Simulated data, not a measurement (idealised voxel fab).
voxel gate over fins: a process module
Xsec cut, 195 nm wide, square cell size 5 nm.
Cross-section, as written here: a square-cell grid given band by band from the top down, where a band holds one or more rows of cells.
Heights first: top, then bottom, in nm. Then materials, left to right, each with a width in nm. "full width" on a single material: fills the band edge to edge. "blank": empty space.
For the purposes of this specification, 0 denotes the height below which the wafer in its as-received condition is composed wholly of one material, and the lowermost band, lacking a lower limit, extends downward without end, as expressed in "0 and below".
Think of "30->40" as a width that walks from the first number to the second as you go down the band, top row to bottom row, taking equal-sized steps from row to row.
Key: "stayed the same" - step with no changed cell in the cross-section.
If an empty space has no open way to the top and is at least 8 cells in size, "Fully sealed voids" lists it, written width x height at distance, where distance is measured from the left edge and every value is in nm.
Step line, after settings: the simulator's comment on this step.
"overlay nm", when on a step's line for a step with a mask, measures how far to the right of its planned place the mask lay; a negative measure means to the left.
Listed below are the process steps as planned:
| 1 | RECEIVE, material Si |
| 2 | CONFORMAL_DEP, material SiN, thk nm 5 |
| 3 | MASKED_ETCH, tone cover, mask id FINS, width nm 15, pitch nm 55, etch materials SiN, depth nm 5, overlay nm 0 |
| 4 | MASKED_ETCH, tone cover, mask id FINS, width nm 15, pitch nm 55, etch materials Si, depth nm 35, overlay nm 0 |
| 5 | FILL_DEP, material SiO2, thk nm 15 |
| 6 | CMP, height nm 5 |
| 7 | DIRECTIONAL_DEP, material aC, thk nm 15 |
| 8 | PATTERN, tone open, mask id RAIL, material resist, width nm 15, thk nm 30, overlay nm 0 |
| 9 | DIRECTIONAL_ETCH, etch materials aC, depth nm 15 |
| 10 | STRIP, etch materials resist |
| 11 | DIRECTIONAL_ETCH, etch materials SiO2, depth nm 35 |
| 12 | STRIP, etch materials aC |
| 13 | CONFORMAL_DEP, material TiN, thk nm 5 |
| 14 | FILL_DEP, material W, thk nm 5 |
| 15 | CMP, height nm 5 |
| 16 | SELECTIVE_ETCH, etch materials W Ru TiN, depth nm 20 |
| 17 | FILL_DEP, material SiO2, thk nm 5 |
| 18 | CMP, height nm 5 |
| 19 | SELECTIVE_ETCH, etch materials SiO2, depth nm 15 |
| 20 | STRIP, etch materials SiN |
| 21 | CONFORMAL_DEP, material HfO2, thk nm 5 |
| 22 | CONFORMAL_DEP, material TiN, thk nm 5 |
| 23 | FILL_DEP, material W, thk nm 15 |
| 24 | CMP, height nm 20 |
| 25 | CONFORMAL_DEP, material SiCN, thk nm 5 |
Cross-section of the wafer at receipt, which is the condition after step 1:
    0 and below = Si full width
    Fully sealed voids: none
Cross-sectional result after module completion. Note: starting condition and plan are unchanged from above; one processing mistake was made:
    25 down to 20 = SiCN full width
    20 down to 10 = W full width
    10 down to 5 = W: 25; TiN: 35; W: 20; TiN: 35; W: 20; TiN: 35; W: 25
    5 down to 0 = W: 25; TiN: 5; HfO2: 25; TiN: 5; W: 20; TiN: 5; HfO2: 25; TiN: 5; W: 20; TiN: 5; HfO2: 25; TiN: 5; W: 25
    0 down to -5 = TiN: 30; HfO2: 5; Si: 15; HfO2: 5; TiN: 30; HfO2: 5; Si: 15; HfO2: 5; TiN: 30; HfO2: 5; Si: 15; HfO2: 5; TiN: 30
    -5 down to -10 = HfO2: 35; Si: 15; HfO2: 40; Si: 15; HfO2: 40; Si: 15; HfO2: 35
    -10 down to -15 = SiO2: 35; Si: 15; SiO2: 40; Si: 15; SiO2: 40; Si: 15; SiO2: 35
    -15 down to -25 = SiO2: 35; Si: 15; SiO2: 5; TiN: 5; W: 15; TiN: 5; SiO2: 10; Si: 15; SiO2: 40; Si: 15; SiO2: 35
    -25 down to -30 = SiO2: 35; Si: 15; SiO2: 5; TiN: 25; SiO2: 10; Si: 15; SiO2: 40; Si: 15; SiO2: 35
    -30 down to -35 = SiO2: 35; Si: 15; SiO2: 40; Si: 15; SiO2: 40; Si: 15; SiO2: 35
    -35 and below = Si full width
    Fully sealed voids: none
Nonconformance to the process plan: it should be noted that step 8 was executed with settings other than those planned, the operation and settings actually applied being PATTERN, tone open, mask id RAIL, material resist, width nm 25, thk nm 30, overlay nm 0
